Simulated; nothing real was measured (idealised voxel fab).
process module | voxel self aligned contacts
FYI the section here is cut, 220 nm wide, cells are 5 nm squares.
Square cells in a grid make up a cross-section in this document, and the grid is given as bands, listed from the top down, each one or more rows of cells.
A band entry consists of two parts. The first gives the height of the band's top and the height of its bottom, in nm. The rest lists the band's materials from left to right, each with its width in nm. A single material labelled with the word "all across" fills the band from edge to edge, and the word "air" marks empty space.
For the purposes of this specification, 0 denotes the height below which the wafer in its as-received condition is composed wholly of one material, and the lowermost band, lacking a lower limit, extends downward without end, as expressed in "0..down".
A two-number width, for instance "30..40", indicates that the width is equal to the first number in the top row of the band and to the second number in the bottom row, and that it changes by a constant amount per row of cells.
It should be understood that the words "remained unchanged", when stated for a given step, signify that the cross-section underwent no change in any of its cells during that step.
Look at "Voids, enclosed" for the closed voids: empty spaces with no open path to the top, sized 8 cells or up. Each is width x height at distance, distance from the left edge, all nm.
Heads up: the bit after the settings on a step's line is the simulator's remark on that step.
"overlay nm" denotes, for a step that has a mask, the displacement of the mask to the right of its planned place, with negative values corresponding to the left.

[The planned process steps are enumerated hereunder]
1: RECEIVE with material Si
2: OXIDIZE with depth nm 5
3: DIRECTIONAL_DEP with material polySi, thk nm 30
4: DIRECTIONAL_DEP with material SiN, thk nm 25
5: PATTERN with tone cover, mask id GATE, material resist, width nm 30, pitch nm 70, thk nm 15, overlay nm 0
6: DIRECTIONAL_ETCH with etch materials SiN, depth nm 25
7: DIRECTIONAL_ETCH with etch materials polySi, depth nm 30
8: STRIP with etch materials resist
9: CONFORMAL_DEP with material SiN, thk nm 10
10: DIRECTIONAL_ETCH with etch materials SiN, depth nm 10
11: FILL_DEP with material SiO2, thk nm 15
12: CMP with height nm 60
13: PATTERN with tone open, mask id CONTACT, material resist, width nm 50, pitch nm 70, thk nm 15, overlay nm 0
14: DIRECTIONAL_ETCH with etch materials SiO2, depth nm 65
15: STRIP with etch materials resist
16: CONFORMAL_DEP with material TiN, thk nm 5
17: FILL_DEP with material W, thk nm 10
18: CMP with height nm 60
19: CONFORMAL_DEP with material SiN, thk nm 5

[Step 1 complete: cross-section of the wafer as received]
    0..down  Si all across
    Voids, enclosed: none

[As-planned run: cross-section of the first of two wafers at end of module]
    65..60  SiN all across
    60..55  50 of SiO2  20 of TiN  10 of W  20 of TiN  20 of SiO2  20 of TiN  10 of W  20 of TiN  50 of SiO2
    55..30  15 of SiO2  50 of SiN  5 of TiN  10 of W  5 of TiN  50 of SiN  5 of TiN  10 of W  5 of TiN  50 of SiN  15 of SiO2
    30..0  15 of SiO2  10 of SiN  30 of polySi  10 of SiN  5 of TiN  10 of W  5 of TiN  10 of SiN  30 of polySi  10 of SiN  5 of TiN  10 of W  5 of TiN  10 of SiN  30 of polySi  10 of SiN  15 of SiO2
    0..-5  65 of SiO2  20 of TiN  50 of SiO2  20 of TiN  65 of SiO2
    -5..down  Si all across
    Voids, enclosed: none

[Same start, same plan as the first wafer - but one mistake in the run. Cross-section of the second of the two at the end of the module]
    65..60  SiN all across
    60..55  45 of SiO2  25 of TiN  10 of W  15 of TiN  20 of SiO2  25 of TiN  10 of W  15 of TiN  55 of SiO2
    55..30  15 of SiO2  50 of SiN  5 of TiN  10 of W  5 of TiN  50 of SiN  5 of TiN  10 of W  5 of TiN  50 of SiN  15 of SiO2
    30..0  15 of SiO2  10 of SiN  30 of polySi  10 of SiN  5 of TiN  10 of W  5 of TiN  10 of SiN  30 of polySi  10 of SiN  5 of TiN  10 of W  5 of TiN  10 of SiN  30 of polySi  10 of SiN  15 of SiO2
    0..-5  65 of SiO2  20 of TiN  50 of SiO2  20 of TiN  65 of SiO2
    -5..down  Si all across
    Voids, enclosed: none
Here's what went sideways: step 13 ran as: PATTERN with tone open, mask id CONTACT, material resist, width nm 50, pitch nm 70, thk nm 15, overlay nm -5
At the end, each material covers as many cells on the second wafer as it does on the first, though the cells it covers are elsewhere.
